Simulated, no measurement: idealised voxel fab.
Documented hereafter: the process module known as voxel capacitor over wiring.
Square cells of 5 nm make up the cross-section cut, whose width is 285 nm.
Heads up, the way a cross-section reads in here is a grid of square cells, handed over as bands from the top down, with every band being one or more rows of cells.
Look at the band entry: it leads with the top's height and the bottom's height in nm. Then it lists the materials left to right, with a width in nm for each. The word "full width" on a single material says that material fills the band edge to edge. The word "blank" is empty space.
Where do heights start? At 0: under that level the wafer as delivered is made of one material only. And the lowest band has no floor; it just carries on downward, as in "0 down".
So if you see something like "30..40" for the width, read it as the top row of the band sitting at the first number and the bottom row at the second, with every row in between moving by the same amount as the last.
For the purposes of this document, the phrase "no modification" attached to a step denotes that no cell within the cross-section was modified by that step.
"Cavities, closed" means: voids of 8 cells or more that are shut off from the top with no open way through. Written width x height at distance, distance from the left edge, in nm.
after a step's settings: what the simulator itself notes on the step
The optional step-line setting "overlay nm" applies to steps with a mask and quantifies how far to the right of its planned location the mask lay, a negative value indicating leftward placement.

This section lists the process steps that were planned:
step 1: RECEIVE | material Si
step 2: CONFORMAL_DEP | material SiO2 | thk nm 10
step 3: CONFORMAL_DEP | material SiN | thk nm 5
step 4: DIRECTIONAL_DEP | material SiO2 | thk nm 20
step 5: MASKED_ETCH | tone open | mask id METAL_1 | width nm 30 | pitch nm 90 | etch materials SiO2 | depth nm 20 | overlay nm 0
step 6: MASKED_ETCH | tone open | mask id METAL_1 | width nm 30 | pitch nm 90 | etch materials SiN | depth nm 5 | overlay nm 0
step 7: CONFORMAL_DEP | material TiN | thk nm 5
step 8: FILL_DEP | material W | thk nm 5
step 9: CMP | height nm 35
step 10: CONFORMAL_DEP | material SiCN | thk nm 5
step 11: DIRECTIONAL_DEP | material SiO2 | thk nm 15
step 12: PATTERN | tone open | mask id PLUG_1 | material resist | width nm 15 | thk nm 15 | overlay nm 0
step 13: DIRECTIONAL_ETCH | etch materials SiO2 | depth nm 15
step 14: DIRECTIONAL_ETCH | etch materials SiCN | depth nm 5
step 15: STRIP | etch materials resist
step 16: EPI | material Ru | thk nm 10
step 17: EPI | material Ru | thk nm 10
step 18: DIRECTIONAL_DEP | material TiN | thk nm 10
step 19: DIRECTIONAL_DEP | material SiN | thk nm 5
step 20: DIRECTIONAL_DEP | material TiN | thk nm 5
step 21: DIRECTIONAL_DEP | material aC | thk nm 15
step 22: PATTERN | tone cover | mask id UPPER_PLATE | material resist | width nm 65 | thk nm 30 | overlay nm 0
step 23: DIRECTIONAL_ETCH | etch materials aC | depth nm 15
step 24: STRIP | etch materials resist
step 25: DIRECTIONAL_ETCH | etch materials TiN | depth nm 5
step 26: DIRECTIONAL_ETCH | etch materials SiN | depth nm 5
step 27: STRIP | etch materials aC
step 28: DIRECTIONAL_DEP | material aC | thk nm 15
step 29: PATTERN | tone cover | mask id LOWER_PLATE | material resist | width nm 75 | thk nm 35 | overlay nm 0
step 30: DIRECTIONAL_ETCH | etch materials aC | depth nm 15
step 31: STRIP | etch materials resist
step 32: DIRECTIONAL_ETCH | etch materials TiN | depth nm 10
step 33: STRIP | etch materials aC
step 34: FILL_DEP | material SiO2 | thk nm 15
step 35: CMP | height nm 85
step 36: DIRECTIONAL_DEP | material aC | thk nm 15
step 37: PATTERN | tone open | mask id PLUG_2 | material resist | width nm 15 | thk nm 35 | overlay nm 0
step 38: DIRECTIONAL_ETCH | etch materials aC | depth nm 15
step 39: STRIP | etch materials resist
step 40: DIRECTIONAL_ETCH | etch materials SiO2 | depth nm 10
step 41: STRIP | etch materials aC
step 42: CONFORMAL_DEP | material TiN | thk nm 5
step 43: FILL_DEP | material Ru | thk nm 5
step 44: CMP | height nm 85
step 45: CONFORMAL_DEP | material SiN | thk nm 5

Step 1 complete: cross-section of the wafer as received:
  0 down  Si full width
  Cavities, closed: none

The first of the two wafers as seen in cross-section once the module was finished; processing followed the plan:
  90 to 85  SiN full width
  85 to 80  SiO2 105, then TiN 5, then Ru 5, then TiN 5, then SiO2 165
  80 to 70  SiO2 105..95, then TiN 15..65, then SiO2 165..125
  70 to 65  SiO2 95, then SiN 65, then SiO2 125
  65 to 55  SiO2 90, then TiN 75, then SiO2 120
  55 to 40  SiO2 95, then Ru 15, then SiO2 175
  40 to 35  SiCN 95, then Ru 15, then SiCN 175
  35 to 15  SiO2 80, then TiN 5, then W 20, then TiN 5, then SiO2 60, then TiN 5, then W 20, then TiN 5, then SiO2 85
  15 to 10  SiN 80, then TiN 30, then SiN 60, then TiN 30, then SiN 85
  10 to 0  SiO2 full width
  0 down  Si full width
  Cavities, closed: none

Cross-section, wafer two of two, end of module: same start and plan as wafer one, one error in execution:
  90 to 85  SiN full width
  85 to 80  SiO2 105, then TiN 5, then Ru 5, then TiN 5, then SiO2 165
  80 to 70  SiO2 105..90, then TiN 15..75, then SiO2 165..120
  70 to 65  SiO2 90, then SiN 75, then SiO2 120
  65 to 55  SiO2 90, then TiN 75, then SiO2 120
  55 to 40  SiO2 95, then Ru 15, then SiO2 175
  40 to 35  SiCN 95, then Ru 15, then SiCN 175
  35 to 15  SiO2 80, then TiN 5, then W 20, then TiN 5, then SiO2 60, then TiN 5, then W 20, then TiN 5, then SiO2 85
  15 to 10  SiN 80, then TiN 30, then SiN 60, then TiN 30, then SiN 85
  10 to 0  SiO2 full width
  0 down  Si full width
  Cavities, closed: none
Plan not followed: step 22 ran differently from the plan; actual operation with settings: PATTERN | tone cover | mask id UPPER_PLATE | material resist | width nm 75 | thk nm 30 | overlay nm 0
It is noted that, at the conclusion of processing, the second wafer exhibits a higher or lower cell count for certain materials relative to the first: SiN +2, SiO2 -4, TiN +2
